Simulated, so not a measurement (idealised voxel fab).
The following is a process module called voxel capacitor over wiring.
Each square cell in cross-section cut measures 5 nm, and the section as a whole is 210 nm wide.
In this document a cross-section is written as a grid of square cells. It is given as a series of bands, listed from the top down, and a band is one or more rows of cells.
Per band: top height and bottom height in nm, followed by the left-to-right materials and their widths in nm; "all across" marks a single material spanning edge to edge, "blank" marks empty space.
Height reference: 0 = level under which incoming wafer is all one material. Lowest band: no bottom, runs on downward, e.g. "from 0 down".
It should be noted that a width expressed as "30 to 40" varies in equal increments from row to row of cells within the band, taking the value of the first number at the top row and that of the second number at the bottom row.
A step reported as "changes: none" is a step in which no cell of the cross-section changed.
You'll see "Voids, enclosed" listing empty spaces that have no way open to the top, as long as they're 8 cells or more; the notation is width x height at distance, where the distance is from the left edge, and all of it is in nm.
Step line, after settings: the simulator's comment on this step.
overlay nm: step with mask; distance mask lay right of planned place; negative value = left of planned place.

Intended process steps:
1: RECEIVE [material Si]
2: CONFORMAL_DEP [material SiO2] [thk nm 10]
3: CONFORMAL_DEP [material SiCN] [thk nm 5]
4: DIRECTIONAL_DEP [material lowk] [thk nm 15]
5: MASKED_ETCH [tone open] [mask id METAL_1] [width nm 30] [pitch nm 95] [etch materials lowk] [depth nm 15] [overlay nm 0]
6: MASKED_ETCH [tone open] [mask id METAL_1] [width nm 30] [pitch nm 95] [etch materials SiCN] [depth nm 5] [overlay nm 0]
7: CONFORMAL_DEP [material TiN] [thk nm 5]
8: FILL_DEP [material Ru] [thk nm 5]
9: CMP [height nm 30]
10: CONFORMAL_DEP [material SiCN] [thk nm 5]
11: DIRECTIONAL_DEP [material lowk] [thk nm 15]
12: PATTERN [tone open] [mask id PLUG_1] [material resist] [width nm 15] [thk nm 15] [overlay nm 0]
13: DIRECTIONAL_ETCH [etch materials lowk] [depth nm 15]
14: DIRECTIONAL_ETCH [etch materials SiCN] [depth nm 5]
15: STRIP [etch materials resist]
16: CONFORMAL_DEP [material TiN] [thk nm 5]
17: FILL_DEP [material Ru] [thk nm 10]
18: CMP [height nm 50]
19: DIRECTIONAL_DEP [material TiN] [thk nm 5]
20: DIRECTIONAL_DEP [material Al2O3] [thk nm 5]
21: DIRECTIONAL_DEP [material TiN] [thk nm 5]
22: PATTERN [tone cover] [mask id UPPER_PLATE] [material resist] [width nm 70] [thk nm 20] [overlay nm 0]
23: DIRECTIONAL_ETCH [etch materials TiN] [depth nm 5]
24: DIRECTIONAL_ETCH [etch materials Al2O3] [depth nm 5]
25: STRIP [etch materials resist]
26: MASKED_ETCH [tone cover] [mask id LOWER_PLATE] [width nm 80] [etch materials TiN] [depth nm 5] [overlay nm 0]
27: FILL_DEP [material SiO2] [thk nm 15]
28: CMP [height nm 75]
29: MASKED_ETCH [tone open] [mask id PLUG_2] [width nm 15] [etch materials SiO2] [depth nm 10] [overlay nm 0]
30: CONFORMAL_DEP [material TiN] [thk nm 5]
31: FILL_DEP [material W] [thk nm 10]
32: CMP [height nm 75]
33: CONFORMAL_DEP [material SiCN] [thk nm 5]

First of two wafers, processed according to plan:

Wafer at receipt (post step 1), cross-section:
	from 0 down = Si all across
	Voids, enclosed: none

after step 2:
	from 10 to 0 = SiO2 all across
	Whatever lies below 0 is exactly as it was before.

after step 3:
	from 15 to 10 = SiCN all across
	Whatever lies below 10 is exactly as it was before.

after step 4:
	from 30 to 15 = lowk all across
	Whatever lies below 15 is exactly as it was before.

after step 5:
	from 30 to 15 = lowk: 40 | blank: 30 | lowk: 65 | blank: 30 | lowk: 45
	Whatever lies below 15 is exactly as it was before.

after step 6:
	from 30 to 15 = lowk: 40 | blank: 30 | lowk: 65 | blank: 30 | lowk: 45
	from 15 to 10 = SiCN: 40 | blank: 30 | SiCN: 65 | blank: 30 | SiCN: 45
	Whatever lies below 10 is exactly as it was before.

after step 7:
	from 35 to 30 = TiN: 45 | blank: 20 | TiN: 75 | blank: 20 | TiN: 50
	from 30 to 15 = lowk: 40 | TiN: 5 | blank: 20 | TiN: 5 | lowk: 65 | TiN: 5 | blank: 20 | TiN: 5 | lowk: 45
	from 15 to 10 = SiCN: 40 | TiN: 30 | SiCN: 65 | TiN: 30 | SiCN: 45
	Whatever lies below 10 is exactly as it was before.

after step 8:
	from 40 to 35 = Ru all across
	from 35 to 30 = TiN: 45 | Ru: 20 | TiN: 75 | Ru: 20 | TiN: 50
	from 30 to 15 = lowk: 40 | TiN: 5 | Ru: 20 | TiN: 5 | lowk: 65 | TiN: 5 | Ru: 20 | TiN: 5 | lowk: 45
	Whatever lies below 15 is exactly as it was before.

after step 9:
	from 30 to 15 = lowk: 40 | TiN: 5 | Ru: 20 | TiN: 5 | lowk: 65 | TiN: 5 | Ru: 20 | TiN: 5 | lowk: 45
	Whatever lies below 15 is exactly as it was before.

after step 10:
	from 35 to 30 = SiCN all across
	Whatever lies below 30 is exactly as it was before.

after step 11:
	from 50 to 35 = lowk all across
	Whatever lies below 35 is exactly as it was before.

after step 12:
	from 65 to 50 = resist: 55 | blank: 15 | resist: 140
	Whatever lies below 50 is exactly as it was before.

after step 13:
	from 65 to 50 = resist: 55 | blank: 15 | resist: 140
	from 50 to 35 = lowk: 55 | blank: 15 | lowk: 140
	Whatever lies below 35 is exactly as it was before.

after step 14:
	from 65 to 50 = resist: 55 | blank: 15 | resist: 140
	from 50 to 35 = lowk: 55 | blank: 15 | lowk: 140
	from 35 to 30 = SiCN: 55 | blank: 15 | SiCN: 140
	Whatever lies below 30 is exactly as it was before.

after step 15:
	from 50 to 35 = lowk: 55 | blank: 15 | lowk: 140
	Whatever lies below 35 is exactly as it was before.

after step 16:
	from 55 to 50 = TiN: 60 | blank: 5 | TiN: 145
	from 50 to 35 = lowk: 55 | TiN: 5 | blank: 5 | TiN: 5 | lowk: 140
	from 35 to 30 = SiCN: 55 | TiN: 15 | SiCN: 140
	Whatever lies below 30 is exactly as it was before.

after step 17:
	from 65 to 55 = Ru all across
	from 55 to 50 = TiN: 60 | Ru: 5 | TiN: 145
	from 50 to 35 = lowk: 55 | TiN: 5 | Ru: 5 | TiN: 5 | lowk: 140
	Whatever lies below 35 is exactly as it was before.

after step 18:
	from 50 to 35 = lowk: 55 | TiN: 5 | Ru: 5 | TiN: 5 | lowk: 140
	Whatever lies below 35 is exactly as it was before.

after step 19:
	from 55 to 50 = TiN all across
	Whatever lies below 50 is exactly as it was before.

after step 20:
	from 60 to 55 = Al2O3 all across
	Whatever lies below 55 is exactly as it was before.

after step 21:
	from 65 to 60 = TiN all across
	Whatever lies below 60 is exactly as it was before.

after step 22:
	from 85 to 65 = blank: 55 | resist: 70 | blank: 85
	Whatever lies below 65 is exactly as it was before.

after step 23:
	from 85 to 65 = blank: 55 | resist: 70 | blank: 85
	from 65 to 60 = blank: 55 | TiN: 70 | blank: 85
	Whatever lies below 60 is exactly as it was before.

after step 24:
	from 85 to 65 = blank: 55 | resist: 70 | blank: 85
	from 65 to 60 = blank: 55 | TiN: 70 | blank: 85
	from 60 to 55 = blank: 55 | Al2O3: 70 | blank: 85
	Whatever lies below 55 is exactly as it was before.

after step 25:
	from 65 to 60 = blank: 55 | TiN: 70 | blank: 85
	Whatever lies below 60 is exactly as it was before.

after step 26:
	from 65 to 60 = blank: 55 | TiN: 70 | blank: 85
	from 60 to 55 = blank: 55 | Al2O3: 70 | blank: 85
	from 55 to 50 = blank: 50 | TiN: 80 | blank: 80
	Whatever lies below 50 is exactly as it was before.

after step 27:
	from 80 to 65 = SiO2 all across
	from 65 to 60 = SiO2: 55 | TiN: 70 | SiO2: 85
	from 60 to 55 = SiO2: 55 | Al2O3: 70 | SiO2: 85
	from 55 to 50 = SiO2: 50 | TiN: 80 | SiO2: 80
	Whatever lies below 50 is exactly as it was before.

after step 28:
	from 75 to 65 = SiO2 all across
	Whatever lies below 65 is exactly as it was before.

after step 29:
	from 75 to 65 = SiO2: 65 | blank: 15 | SiO2: 130
	Whatever lies below 65 is exactly as it was before.

after step 30:
	from 80 to 75 = TiN: 70 | blank: 5 | TiN: 135
	from 75 to 70 = SiO2: 65 | TiN: 5 | blank: 5 | TiN: 5 | SiO2: 130
	from 70 to 60 = SiO2: 65 to 55 | TiN: 15 to 70 | SiO2: 130 to 85
	Whatever lies below 60 is exactly as it was before.

after step 31:
	from 90 to 80 = W all across
	from 80 to 75 = TiN: 70 | W: 5 | TiN: 135
	from 75 to 70 = SiO2: 65 | TiN: 5 | W: 5 | TiN: 5 | SiO2: 130
	Whatever lies below 70 is exactly as it was before.

after step 32:
	from 75 to 70 = SiO2: 65 | TiN: 5 | W: 5 | TiN: 5 | SiO2: 130
	Whatever lies below 70 is exactly as it was before.

after step 33:
	from 80 to 75 = SiCN all across
	Whatever lies below 75 is exactly as it was before.

Second wafer: same start and same plan as the first, one execution error; identical to the first through step 19:

Cross-sectional view of the second wafer at the intended end time of process step 20:
	from 60 to 50 = TiN all across
	Whatever lies below 50 is exactly as it was before.

Cross-sectional view of the second wafer at the intended end time of process step 21:
	from 65 to 60 = Al2O3 all across
	Whatever lies below 60 is exactly as it was before.

Cross-sectional view of the second wafer at the intended end time of process step 22:
	from 85 to 65 = blank: 55 | resist: 70 | blank: 85
	Whatever lies below 65 is exactly as it was before.

Cross-sectional view of the second wafer at the intended end time of process step 23: changes: none

Cross-sectional view of the second wafer at the intended end time of process step 24:
	from 85 to 65 = blank: 55 | resist: 70 | blank: 85
	from 65 to 60 = blank: 55 | Al2O3: 70 | blank: 85
	Whatever lies below 60 is exactly as it was before.

Cross-sectional view of the second wafer at the intended end time of process step 25:
	from 65 to 60 = blank: 55 | Al2O3: 70 | blank: 85
	Whatever lies below 60 is exactly as it was before.

Cross-sectional view of the second wafer at the intended end time of process step 26:
	from 65 to 60 = blank: 55 | Al2O3: 70 | blank: 85
	from 60 to 55 = blank: 50 | TiN: 80 | blank: 80
	Whatever lies below 55 is exactly as it was before.

Cross-sectional view of the second wafer at the intended end time of process step 27:
	from 80 to 65 = SiO2 all across
	from 65 to 60 = SiO2: 55 | Al2O3: 70 | SiO2: 85
	from 60 to 55 = SiO2: 50 | TiN: 80 | SiO2: 80
	Whatever lies below 55 is exactly as it was before.

Cross-sectional view of the second wafer at the intended end time of process step 28:
	from 75 to 65 = SiO2 all across
	Whatever lies below 65 is exactly as it was before.

Cross-sectional view of the second wafer at the intended end time of process step 29:
	from 75 to 65 = SiO2: 65 | blank: 15 | SiO2: 130
	Whatever lies below 65 is exactly as it was before.

Cross-sectional view of the second wafer at the intended end time of process step 30:
	from 80 to 75 = TiN: 70 | blank: 5 | TiN: 135
	from 75 to 70 = SiO2: 65 | TiN: 5 | blank: 5 | TiN: 5 | SiO2: 130
	from 70 to 65 = SiO2: 65 | TiN: 15 | SiO2: 130
	Whatever lies below 65 is exactly as it was before.

Cross-sectional view of the second wafer at the intended end time of process step 31:
	from 90 to 80 = W all across
	from 80 to 75 = TiN: 70 | W: 5 | TiN: 135
	from 75 to 70 = SiO2: 65 | TiN: 5 | W: 5 | TiN: 5 | SiO2: 130
	Whatever lies below 70 is exactly as it was before.

Cross-sectional view of the second wafer at the intended end time of process step 32:
	from 75 to 70 = SiO2: 65 | TiN: 5 | W: 5 | TiN: 5 | SiO2: 130
	Whatever lies below 70 is exactly as it was before.

Cross-sectional view of the second wafer at the intended end time of process step 33:
	from 80 to 75 = SiCN all across
	Whatever lies below 75 is exactly as it was before.
Deviation from plan: sequence error: steps 20 and 21 interchanged
End of process, cell counts, second wafer against first, materials with more or fewer: -28 SiO2 | +28 TiN
